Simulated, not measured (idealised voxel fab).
Presented below is a process module, voxel fin reveal.
Displayed cross-section: cut, width of 260 nm, square cells sized 5 nm.
Think of the cross-section as a grid of square cells. We describe it in bands, top to bottom, and each band covers one or more rows of those cells.
Band: top and bottom heights (nm) first, top before bottom; then materials from left to right, widths in nm. "everywhere" marks a sole material filling the band edge to edge. "blank" denotes empty space.
Beneath 0, the wafer as received is one material, and that level is where height counting begins. The lowest band goes on downward without a bottom; it is written like "from 0 down".
Quick explanation for "30->40": the width changes in equal steps down the rows of cells, from the first number in the band's top row to the second number in its bottom row.
It should be understood that the words "nothing altered", when stated for a given step, signify that the cross-section underwent no change in any of its cells during that step.
"Enclosed void list" means: voids of 8 cells or more that are shut off from the top with no open way through. Written width x height at distance, distance from the left edge, in nm.
On a step's line, text after the settings is the simulator commenting on that step.
overlay nm: on a step with a mask, how far right of its planned place the mask lay; negative means left.

THE STEPS PLANNED FOR THE PROCESS ARE AS FOLLOWS
1 RECEIVE with material Si
2 CONFORMAL_DEP with material SiN, thk nm 5
3 PATTERN with tone cover, mask id FINS, material resist, width nm 15, pitch nm 40, thk nm 20, overlay nm 0
4 DIRECTIONAL_ETCH with etch materials SiN, depth nm 5
5 DIRECTIONAL_ETCH with etch materials Si, depth nm 30
6 STRIP with etch materials resist
7 OXIDIZE with depth nm 5
8 FILL_DEP with material SiO2, thk nm 15
9 CMP with height nm 5
10 SELECTIVE_ETCH with etch materials SiO2, depth nm 15
11 STRIP with etch materials SiN
12 CONFORMAL_DEP with material HfO2, thk nm 5

AS RECEIVED (POST STEP 1): CROSS-SECTION
- from 0 down: Si everywhere
- Enclosed void list: none

FIRST OF TWO WAFERS AT THE END OF THE MODULE, SHOWN IN CROSS-SECTION; RUN CARRIED OUT AS PLANNED
- from 5 to 0: 80 nm blank, then 15 nm HfO2, then 25 nm blank, then 15 nm HfO2, then 25 nm blank, then 15 nm HfO2, then 85 nm blank
- from 0 to -5: 80 nm blank, then 5 nm HfO2, then 5 nm Si, then 5 nm HfO2, then 25 nm blank, then 5 nm HfO2, then 5 nm Si, then 5 nm HfO2, then 25 nm blank, then 5 nm HfO2, then 5 nm Si, then 5 nm HfO2, then 85 nm blank
- from -5 to -10: 85 nm HfO2, then 5 nm Si, then 35 nm HfO2, then 5 nm Si, then 35 nm HfO2, then 5 nm Si, then 90 nm HfO2
- from -10 to -35: 85 nm SiO2, then 5 nm Si, then 35 nm SiO2, then 5 nm Si, then 35 nm SiO2, then 5 nm Si, then 90 nm SiO2
- from -35 down: Si everywhere
- Enclosed void list: none

SECOND WAFER CROSS-SECTION AT END OF MODULE - SHARED START AND PLAN WITH THE FIRST, ONE MISTAKE IN THE RUN
- from 5 to 0: 80 nm blank, then 15 nm HfO2, then 25 nm blank, then 15 nm HfO2, then 25 nm blank, then 15 nm HfO2, then 85 nm blank
- from 0 to -5: 80 nm blank, then 5 nm HfO2, then 5 nm Si, then 5 nm HfO2, then 25 nm blank, then 5 nm HfO2, then 5 nm Si, then 5 nm HfO2, then 25 nm blank, then 5 nm HfO2, then 5 nm Si, then 5 nm HfO2, then 85 nm blank
- from -5 to -10: 85 nm HfO2, then 5 nm Si, then 35 nm HfO2, then 5 nm Si, then 35 nm HfO2, then 5 nm Si, then 90 nm HfO2
- from -10 to -25: 85 nm SiO2, then 5 nm Si, then 35 nm SiO2, then 5 nm Si, then 35 nm SiO2, then 5 nm Si, then 90 nm SiO2
- from -25 down: Si everywhere
- Enclosed void list: none
What broke from the plan during processing? step 5 went in with a setting other than planned; the actual run was DIRECTIONAL_ETCH with etch materials Si, depth nm 20
Looking at both finished wafers in cells, the second ends up ahead of or behind the first on some materials: Si: 98 more; SiO2: 98 fewer
